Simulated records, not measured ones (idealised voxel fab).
process module | voxel self aligned vias
cross-section cut | 185 nm wide | cells 5 nm
A cross-section is a grid of square cells, given in bands from the top down. A band is one or more rows of cells.
Each band's line starts with the height of the band's top and of its bottom, in nm. Then come its materials from left to right, each with its width in nm. One material with "throughout" fills the band from edge to edge. "air" is empty space.
Height 0 is the level under which the wafer as received is all one material. The lowest band goes on downwards, as in "0 down".
A width such as "30 to 40" changes by the same amount from each row of cells to the next, from the band's top row to its bottom row.
"no change" after a step means that no cell of the cross-section changed.
closed voids: empty space of 8 cells or more with no open way to the top, each as width x height at its distance from the left edge, in nm
after a step's settings: what the simulator itself notes on the step
overlay nm, on a step with a mask: how far to the right of its planned place the mask lay; to the left if negative
plan
1 op RECEIVE | material Si
2 op CONFORMAL_DEP | material SiO2 | thk nm 15
3 op CONFORMAL_DEP | material SiCN | thk nm 5
4 op DIRECTIONAL_DEP | material SiO2 | thk nm 20
5 op MASKED_ETCH | tone open | mask id LINES | width nm 25 | pitch nm 50 | etch materials SiO2 | depth nm 20 | overlay nm 0
6 op CONFORMAL_DEP | material TiN | thk nm 5
7 op FILL_DEP | material W | thk nm 10
8 op CMP | height nm 40
9 op SELECTIVE_ETCH | etch materials W Ru TiN | depth nm 5
10 op FILL_DEP | material SiN | thk nm 10
11 op CMP | height nm 40
12 op DIRECTIONAL_DEP | material SiO2 | thk nm 20
13 op MASKED_ETCH | tone open | mask id VIAS | width nm 35 | pitch nm 50 | etch materials SiO2 | depth nm 20 | overlay nm 0
14 op MASKED_ETCH | tone open | mask id VIAS | width nm 35 | pitch nm 50 | etch materials SiN | depth nm 5 | overlay nm 0
15 op CONFORMAL_DEP | material TiN | thk nm 5
16 op FILL_DEP | material Cu | thk nm 10
17 op CMP | height nm 60
18 op CONFORMAL_DEP | material SiCN | thk nm 5
as received, after step 1
  0 down: Si throughout
  closed voids: none
a wafer at the end: this start, this plan, one mistake
  65 to 60: SiCN throughout
  60 to 45: SiO2 30 | TiN 5 | Cu 20 | TiN 5 | SiO2 20 | TiN 5 | Cu 20 | TiN 5 | SiO2 20 | TiN 5 | Cu 20 | TiN 5 | SiO2 25
  45 to 40: SiO2 30 | TiN 5 | Cu 15 | TiN 10 | SiO2 20 | TiN 5 | Cu 15 | TiN 10 | SiO2 20 | TiN 5 | Cu 15 | TiN 10 | SiO2 25
  40 to 35: SiO2 30 | TiN 25 | SiO2 25 | TiN 25 | SiO2 25 | TiN 25 | SiO2 30
  35 to 25: SiO2 30 | TiN 5 | W 15 | TiN 5 | SiO2 25 | TiN 5 | W 15 | TiN 5 | SiO2 25 | TiN 5 | W 15 | TiN 5 | SiO2 30
  25 to 20: SiO2 30 | TiN 25 | SiO2 25 | TiN 25 | SiO2 25 | TiN 25 | SiO2 30
  20 to 15: SiCN throughout
  15 to 0: SiO2 throughout
  0 down: Si throughout
  closed voids: none
what went wrong: step 13 ran as: op MASKED_ETCH | tone open | mask id VIAS | width nm 30 | pitch nm 50 | etch materials SiO2 | depth nm 20 | overlay nm 0
